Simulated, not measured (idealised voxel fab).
The process module presented herein is designated voxel ribs on slabs.
We display cut, a cross-section 145 nm in width whose square cells are each 5 nm.
Cross-section layout: square cells on a grid; listed as bands, top to bottom; a band spans one or more cell rows. Heights first: top, then bottom, in nm. Then materials, left to right, each with a width in nm. "all across" on a single material: fills the band edge to edge. "empty": empty space. Heads up on the height convention: 0 is the point under which the incoming wafer is all one material, and the lowest band has no bottom, it just keeps going down, like "0 nm and below". With a width like "30 to 40", each row of cells in the band differs from the next by the same amount, the top row carrying the first number and the bottom row the second. Where the words "nothing altered" appear for a step, the cross-section shows no cell changed by that step; every cell remained as before. You'll see "Entrapped voids" listing empty spaces that have no way open to the top, as long as they're 8 cells or more; the notation is width x height at distance, where the distance is from the left edge, and all of it is in nm. after a step's settings: what the simulator itself notes on the step. overlay nm: right-of-plan distance of the mask on a masked step; negative values mean left-of-plan.

These are the steps we planned for the process:
1: RECEIVE: material Si
2: DIRECTIONAL_DEP: material SiO2, thk nm 20
3: DIRECTIONAL_DEP: material polySi, thk nm 20
4: DIRECTIONAL_DEP: material aC, thk nm 15
5: PATTERN: tone cover, mask id RIB, material resist, width nm 15, thk nm 35, overlay nm 0
6: DIRECTIONAL_ETCH: etch materials aC, depth nm 15
7: STRIP: etch materials resist
8: DIRECTIONAL_ETCH: etch materials polySi, depth nm 15
9: STRIP: etch materials aC
10: PATTERN: tone cover, mask id SLAB, material resist, width nm 65, thk nm 20, overlay nm 0
11: DIRECTIONAL_ETCH: etch materials polySi, depth nm 5
12: STRIP: etch materials resist
13: FILL_DEP: material SiO2, thk nm 20
14: CMP: height nm 50
15: DIRECTIONAL_DEP: material W, thk nm 5
16: MASKED_ETCH: tone cover, mask id HEATER, width nm 25, etch materials W, depth nm 5, overlay nm 0
17: CONFORMAL_DEP: material SiN, thk nm 5

First of two wafers, with the run carried out as planned:

This is the cross-section of the wafer as we received it, i.e. after step 1:
0 nm and below: Si all across
Entrapped voids: none

Cross-section of the wafer after step 2:
20 nm to 0 nm: SiO2 all across
Below 0 it's all the same as before, nothing changed down there.

Cross-section of the wafer after step 3:
40 nm to 20 nm: polySi all across
Below 20 it's all the same as before, nothing changed down there.

Cross-section of the wafer after step 4:
55 nm to 40 nm: aC all across
Below 40 it's all the same as before, nothing changed down there.

Cross-section of the wafer after step 5:
90 nm to 55 nm: 65 of empty / 15 of resist / 65 of empty
Below 55 it's all the same as before, nothing changed down there.

Cross-section of the wafer after step 6:
75 nm to 55 nm: 65 of empty / 15 of resist / 65 of empty
55 nm to 40 nm: 65 of empty / 15 of aC / 65 of empty
Below 40 it's all the same as before, nothing changed down there.

Cross-section of the wafer after step 7:
55 nm to 40 nm: 65 of empty / 15 of aC / 65 of empty
Below 40 it's all the same as before, nothing changed down there.

Cross-section of the wafer after step 8:
55 nm to 40 nm: 65 of empty / 15 of aC / 65 of empty
40 nm to 25 nm: 65 of empty / 15 of polySi / 65 of empty
Below 25 it's all the same as before, nothing changed down there.

Cross-section of the wafer after step 9:
40 nm to 25 nm: 65 of empty / 15 of polySi / 65 of empty
Below 25 it's all the same as before, nothing changed down there.

Cross-section of the wafer after step 10:
60 nm to 40 nm: 40 of empty / 65 of resist / 40 of empty
40 nm to 25 nm: 40 of empty / 25 of resist / 15 of polySi / 25 of resist / 40 of empty
Below 25 it's all the same as before, nothing changed down there.

Cross-section of the wafer after step 11:
60 nm to 40 nm: 40 of empty / 65 of resist / 40 of empty
40 nm to 25 nm: 40 of empty / 25 of resist / 15 of polySi / 25 of resist / 40 of empty
25 nm to 20 nm: 40 of empty / 65 of polySi / 40 of empty
Below 20 it's all the same as before, nothing changed down there.

Cross-section of the wafer after step 12:
40 nm to 25 nm: 65 of empty / 15 of polySi / 65 of empty
Below 25 it's all the same as before, nothing changed down there.

Cross-section of the wafer after step 13:
60 nm to 40 nm: SiO2 all across
40 nm to 25 nm: 65 of SiO2 / 15 of polySi / 65 of SiO2
25 nm to 20 nm: 40 of SiO2 / 65 of polySi / 40 of SiO2
Below 20 it's all the same as before, nothing changed down there.

Cross-section of the wafer after step 14:
50 nm to 40 nm: SiO2 all across
Below 40 it's all the same as before, nothing changed down there.

Cross-section of the wafer after step 15:
55 nm to 50 nm: W all across
Below 50 it's all the same as before, nothing changed down there.

Cross-section of the wafer after step 16:
55 nm to 50 nm: 60 of empty / 25 of W / 60 of empty
Below 50 it's all the same as before, nothing changed down there.

Cross-section of the wafer after step 17:
60 nm to 55 nm: 55 of empty / 35 of SiN / 55 of empty
55 nm to 50 nm: 60 of SiN / 25 of W / 60 of SiN
Below 50 it's all the same as before, nothing changed down there.

For the second wafer, take the first wafer's start and plan, then add one mistake made in running it; everything through step 2, that step included, is shared with the first:

The second wafer in cross-section, at the planned close of step 3:
40 nm to 20 nm: W all across
Below 20 it's all the same as before, nothing changed down there.

The second wafer in cross-section, at the planned close of step 4:
55 nm to 40 nm: aC all across
Below 40 it's all the same as before, nothing changed down there.

The second wafer in cross-section, at the planned close of step 5:
90 nm to 55 nm: 65 of empty / 15 of resist / 65 of empty
Below 55 it's all the same as before, nothing changed down there.

The second wafer in cross-section, at the planned close of step 6:
75 nm to 55 nm: 65 of empty / 15 of resist / 65 of empty
55 nm to 40 nm: 65 of empty / 15 of aC / 65 of empty
Below 40 it's all the same as before, nothing changed down there.

The second wafer in cross-section, at the planned close of step 7:
55 nm to 40 nm: 65 of empty / 15 of aC / 65 of empty
Below 40 it's all the same as before, nothing changed down there.

The second wafer in cross-section, at the planned close of step 8: nothing altered

The second wafer in cross-section, at the planned close of step 9:
40 nm to 20 nm: W all across
Below 20 it's all the same as before, nothing changed down there.

The second wafer in cross-section, at the planned close of step 10:
60 nm to 40 nm: 40 of empty / 65 of resist / 40 of empty
Below 40 it's all the same as before, nothing changed down there.

The second wafer in cross-section, at the planned close of step 11: nothing altered

The second wafer in cross-section, at the planned close of step 12:
40 nm to 20 nm: W all across
Below 20 it's all the same as before, nothing changed down there.

The second wafer in cross-section, at the planned close of step 13:
60 nm to 40 nm: SiO2 all across
Below 40 it's all the same as before, nothing changed down there.

The second wafer in cross-section, at the planned close of step 14:
50 nm to 40 nm: SiO2 all across
Below 40 it's all the same as before, nothing changed down there.

The second wafer in cross-section, at the planned close of step 15:
55 nm to 50 nm: W all across
Below 50 it's all the same as before, nothing changed down there.

The second wafer in cross-section, at the planned close of step 16:
55 nm to 50 nm: 60 of empty / 25 of W / 60 of empty
Below 50 it's all the same as before, nothing changed down there.

The second wafer in cross-section, at the planned close of step 17:
60 nm to 55 nm: 55 of empty / 35 of SiN / 55 of empty
55 nm to 50 nm: 60 of SiN / 25 of W / 60 of SiN
Below 50 it's all the same as before, nothing changed down there.
Where did the run depart from the plan? step 3 ran with different settings than intended, the actual operation and settings being DIRECTIONAL_DEP: material W, thk nm 20
Count the cells at the end and the second wafer has more or fewer of some materials than the first: -94 SiO2; +116 W; -22 polySi
